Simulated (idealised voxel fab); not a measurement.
The process module that follows is named voxel released beams.
For reference, the cross-section in this document is cut, with width 160 nm and square cells of 5 nm.
Format of a cross-section: grid, square cells. Given as bands. Order: top down. Band: one or more rows of cells.
What a band's entry tells you: where the top is and where the bottom is, as heights in nm, and after that what lies inside, material by material from left to right, each with its width in nm. Empty space is written as the word "air", and a single material marked with the word "all across" occupies the band from edge to edge.
For the purposes of this specification, 0 denotes the height below which the wafer in its as-received condition is composed wholly of one material, and the lowermost band, lacking a lower limit, extends downward without end, as expressed in "top 0, no bottom".
It should be noted that a width expressed as "30 to 40" varies in equal increments from row to row of cells within the band, taking the value of the first number at the top row and that of the second number at the bottom row.
"same as before" -> step changed no cross-section cell.
Closed-off voids of 8+ cells (no open route to the top) go in "Closed void listing", written width x height at distance from the left edge, in nm.
Note: text after step settings on the step line = simulator remark on that step.
"overlay nm" on a masked step: distance the mask lay right of its planned place, negative for left.

**Process steps foreseen in the plan**
1: op RECEIVE | material Si
2: op CONFORMAL_DEP | material Al2O3 | thk nm 5
3: op DIRECTIONAL_DEP | material SiO2 | thk nm 20
4: op DIRECTIONAL_DEP | material aC | thk nm 15
5: op PATTERN | tone open | mask id ANCHOR | material resist | width nm 35 | thk nm 30 | overlay nm 0
6: op DIRECTIONAL_ETCH | etch materials aC | depth nm 15
7: op STRIP | etch materials resist
8: op DIRECTIONAL_ETCH | etch materials SiO2 | depth nm 20
9: op STRIP | etch materials aC
10: op CONFORMAL_DEP | material W | thk nm 10
11: op DIRECTIONAL_DEP | material aC | thk nm 10
12: op PATTERN | tone cover | mask id BEAM | material resist | width nm 110 | thk nm 30 | overlay nm 0
13: op DIRECTIONAL_ETCH | etch materials aC | depth nm 10
14: op STRIP | etch materials resist
15: op DIRECTIONAL_ETCH | etch materials W | depth nm 10
16: op STRIP | etch materials aC
17: op STRIP | etch materials SiO2

**Cross-sectional view of the wafer in its as-received condition, corresponding to the state after step 1**
  top 0, no bottom: Si all across
  Closed void listing: none

**Cross-section, first of two wafers, end of module, run as planned**
  top 35, bottom 25: 20 nm air; 15 nm W; 15 nm air; 80 nm W; 30 nm air
  top 25, bottom 15: 25 nm air; 10 nm W; 15 nm air; 10 nm W; 100 nm air
  top 15, bottom 5: 25 nm air; 35 nm W; 100 nm air
  top 5, bottom 0: Al2O3 all across
  top 0, no bottom: Si all across
  Closed void listing: none

**Presented here is a cross-section of the second of the two wafers as it stood at the end of the module. It was started in the same manner and assigned the same plan as the first wafer; however, one mistake was made in its execution**
  top 35, bottom 25: 20 nm air; 110 nm W; 30 nm air
  top 25, bottom 20: Al2O3 all across
  top 20, bottom 0: SiO2 all across
  top 0, no bottom: Si all across
  Closed void listing: none
Misprocessing identified: the run placed steps 2 and 3 each in the position the plan gave to the other
Heads up, by the end the second wafer has more or fewer cells of some materials compared to the first: SiO2: 128 more; W: 16 fewer
